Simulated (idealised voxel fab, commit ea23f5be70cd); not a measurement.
Process module heading - voxel spacer lines
Section shown: cut. Width: 210 nm. Cell size: 5 nm, square.
We lay out every cross-section as a grid of square cells and spell it out in bands from the top down, where one band means one or more rows of cells. What a band's entry tells you: where the top is and where the bottom is, as heights in nm, and after that what lies inside, material by material from left to right, each with its width in nm. Empty space is written as the word "blank", and a single material marked with the word "everywhere" occupies the band from edge to edge. Height reference: 0 = level under which incoming wafer is all one material. Lowest band: no bottom, runs on downward, e.g. "0 and below". You'd read "30..40" like this: the band's top row of cells is as wide as the first number, its bottom row is as wide as the second, and going down, every row changes width by the same amount as the row before did. What does "remains unaltered" mean for a step? It means no cell of the cross-section changed in that step. Entry "Voids, enclosed". Content: empty spaces with no open connection to the top, size 8 cells or greater. Each: width x height at distance. Distance: from left edge. Unit: nm. What comes after the settings on a step's line is commentary from the simulator itself on that step. "overlay nm" denotes, for a step that has a mask, the displacement of the mask to the right of its planned place, with negative values corresponding to the left.

SO HERE'S THE LINEUP OF PROCESS STEPS WE PLANNED
| 1 | op RECEIVE | material Si |
| 2 | op CONFORMAL_DEP | material Al2O3 | thk nm 10 |
| 3 | op DIRECTIONAL_DEP | material W | thk nm 15 |
| 4 | op DIRECTIONAL_DEP | material aC | thk nm 30 |
| 5 | op PATTERN | tone cover | mask id MANDREL | material resist | width nm 20 | pitch nm 70 | thk nm 35 | overlay nm 0 |
| 6 | op DIRECTIONAL_ETCH | etch materials aC | depth nm 30 |
| 7 | op STRIP | etch materials resist |
| 8 | op CONFORMAL_DEP | material SiO2 | thk nm 15 |
| 9 | op DIRECTIONAL_ETCH | etch materials SiO2 | depth nm 15 |
| 10 | op STRIP | etch materials aC |
| 11 | op DIRECTIONAL_ETCH | etch materials W | depth nm 15 |
| 12 | op STRIP | etch materials SiO2 |
| 13 | op FILL_DEP | material lowk | thk nm 10 |
| 14 | op CMP | height nm 25 |

THE FIRST OF TWO WAFERS, RUN AS PLANNED

CROSS-SECTION, INCOMING MATERIAL, AFTER STEP 1
- 0 and below = Si everywhere
- Voids, enclosed: none

CROSS-SECTION OF THE WAFER SUBSEQUENT TO STEP 2
- 10 down to 0 = Al2O3 everywhere
- Lower than 0, everything is as it was.

CROSS-SECTION OF THE WAFER SUBSEQUENT TO STEP 3
- 25 down to 10 = W everywhere
- Lower than 10, everything is as it was.

CROSS-SECTION OF THE WAFER SUBSEQUENT TO STEP 4
- 55 down to 25 = aC everywhere
- Lower than 25, everything is as it was.

CROSS-SECTION OF THE WAFER SUBSEQUENT TO STEP 5
- 90 down to 55 = 60 blank, 20 resist, 50 blank, 20 resist, 60 blank
- Lower than 55, everything is as it was.

CROSS-SECTION OF THE WAFER SUBSEQUENT TO STEP 6
- 60 down to 55 = 60 blank, 20 resist, 50 blank, 20 resist, 60 blank
- 55 down to 25 = 60 blank, 20 aC, 50 blank, 20 aC, 60 blank
- Lower than 25, everything is as it was.

CROSS-SECTION OF THE WAFER SUBSEQUENT TO STEP 7
- 55 down to 25 = 60 blank, 20 aC, 50 blank, 20 aC, 60 blank
- Lower than 25, everything is as it was.

CROSS-SECTION OF THE WAFER SUBSEQUENT TO STEP 8
- 70 down to 55 = 45 blank, 50 SiO2, 20 blank, 50 SiO2, 45 blank
- 55 down to 40 = 45 blank, 15 SiO2, 20 aC, 15 SiO2, 20 blank, 15 SiO2, 20 aC, 15 SiO2, 45 blank
- 40 down to 25 = 60 SiO2, 20 aC, 50 SiO2, 20 aC, 60 SiO2
- Lower than 25, everything is as it was.

CROSS-SECTION OF THE WAFER SUBSEQUENT TO STEP 9
- 55 down to 25 = 45 blank, 15 SiO2, 20 aC, 15 SiO2, 20 blank, 15 SiO2, 20 aC, 15 SiO2, 45 blank
- Lower than 25, everything is as it was.

CROSS-SECTION OF THE WAFER SUBSEQUENT TO STEP 10
- 55 down to 25 = 45 blank, 15 SiO2, 20 blank, 15 SiO2, 20 blank, 15 SiO2, 20 blank, 15 SiO2, 45 blank
- Lower than 25, everything is as it was.

CROSS-SECTION OF THE WAFER SUBSEQUENT TO STEP 11
- 55 down to 25 = 45 blank, 15 SiO2, 20 blank, 15 SiO2, 20 blank, 15 SiO2, 20 blank, 15 SiO2, 45 blank
- 25 down to 10 = 45 blank, 15 W, 20 blank, 15 W, 20 blank, 15 W, 20 blank, 15 W, 45 blank
- Lower than 10, everything is as it was.

CROSS-SECTION OF THE WAFER SUBSEQUENT TO STEP 12
- 25 down to 10 = 45 blank, 15 W, 20 blank, 15 W, 20 blank, 15 W, 20 blank, 15 W, 45 blank
- Lower than 10, everything is as it was.

CROSS-SECTION OF THE WAFER SUBSEQUENT TO STEP 13
- 35 down to 25 = lowk everywhere
- 25 down to 10 = 45 lowk, 15 W, 20 lowk, 15 W, 20 lowk, 15 W, 20 lowk, 15 W, 45 lowk
- Lower than 10, everything is as it was.

CROSS-SECTION OF THE WAFER SUBSEQUENT TO STEP 14
- 25 down to 10 = 45 lowk, 15 W, 20 lowk, 15 W, 20 lowk, 15 W, 20 lowk, 15 W, 45 lowk
- Lower than 10, everything is as it was.

SECOND OF TWO: SAME START, SAME PLAN, ONE RUN ERROR; STEPS UP TO AND INCLUDING 4 MATCH THE FIRST

AT THE PLANNED END OF STEP 5, THE SECOND WAFER IN CROSS-SECTION
- 90 down to 55 = 50 blank, 20 resist, 50 blank, 20 resist, 70 blank
- Lower than 55, everything is as it was.

AT THE PLANNED END OF STEP 6, THE SECOND WAFER IN CROSS-SECTION
- 60 down to 55 = 50 blank, 20 resist, 50 blank, 20 resist, 70 blank
- 55 down to 25 = 50 blank, 20 aC, 50 blank, 20 aC, 70 blank
- Lower than 25, everything is as it was.

AT THE PLANNED END OF STEP 7, THE SECOND WAFER IN CROSS-SECTION
- 55 down to 25 = 50 blank, 20 aC, 50 blank, 20 aC, 70 blank
- Lower than 25, everything is as it was.

AT THE PLANNED END OF STEP 8, THE SECOND WAFER IN CROSS-SECTION
- 70 down to 55 = 35 blank, 50 SiO2, 20 blank, 50 SiO2, 55 blank
- 55 down to 40 = 35 blank, 15 SiO2, 20 aC, 15 SiO2, 20 blank, 15 SiO2, 20 aC, 15 SiO2, 55 blank
- 40 down to 25 = 50 SiO2, 20 aC, 50 SiO2, 20 aC, 70 SiO2
- Lower than 25, everything is as it was.

AT THE PLANNED END OF STEP 9, THE SECOND WAFER IN CROSS-SECTION
- 55 down to 25 = 35 blank, 15 SiO2, 20 aC, 15 SiO2, 20 blank, 15 SiO2, 20 aC, 15 SiO2, 55 blank
- Lower than 25, everything is as it was.

AT THE PLANNED END OF STEP 10, THE SECOND WAFER IN CROSS-SECTION
- 55 down to 25 = 35 blank, 15 SiO2, 20 blank, 15 SiO2, 20 blank, 15 SiO2, 20 blank, 15 SiO2, 55 blank
- Lower than 25, everything is as it was.

AT THE PLANNED END OF STEP 11, THE SECOND WAFER IN CROSS-SECTION
- 55 down to 25 = 35 blank, 15 SiO2, 20 blank, 15 SiO2, 20 blank, 15 SiO2, 20 blank, 15 SiO2, 55 blank
- 25 down to 10 = 35 blank, 15 W, 20 blank, 15 W, 20 blank, 15 W, 20 blank, 15 W, 55 blank
- Lower than 10, everything is as it was.

AT THE PLANNED END OF STEP 12, THE SECOND WAFER IN CROSS-SECTION
- 25 down to 10 = 35 blank, 15 W, 20 blank, 15 W, 20 blank, 15 W, 20 blank, 15 W, 55 blank
- Lower than 10, everything is as it was.

AT THE PLANNED END OF STEP 13, THE SECOND WAFER IN CROSS-SECTION
- 35 down to 25 = lowk everywhere
- 25 down to 10 = 35 lowk, 15 W, 20 lowk, 15 W, 20 lowk, 15 W, 20 lowk, 15 W, 55 lowk
- Lower than 10, everything is as it was.

AT THE PLANNED END OF STEP 14, THE SECOND WAFER IN CROSS-SECTION
- 25 down to 10 = 35 lowk, 15 W, 20 lowk, 15 W, 20 lowk, 15 W, 20 lowk, 15 W, 55 lowk
- Lower than 10, everything is as it was.
What was done differently from what was planned? step 5 went in with a setting other than planned; the actual run was op PATTERN | tone cover | mask id MANDREL | material resist | width nm 20 | pitch nm 70 | thk nm 35 | overlay nm -10
The two final wafers agree on how many cells each material fills and disagree on which cells those are.
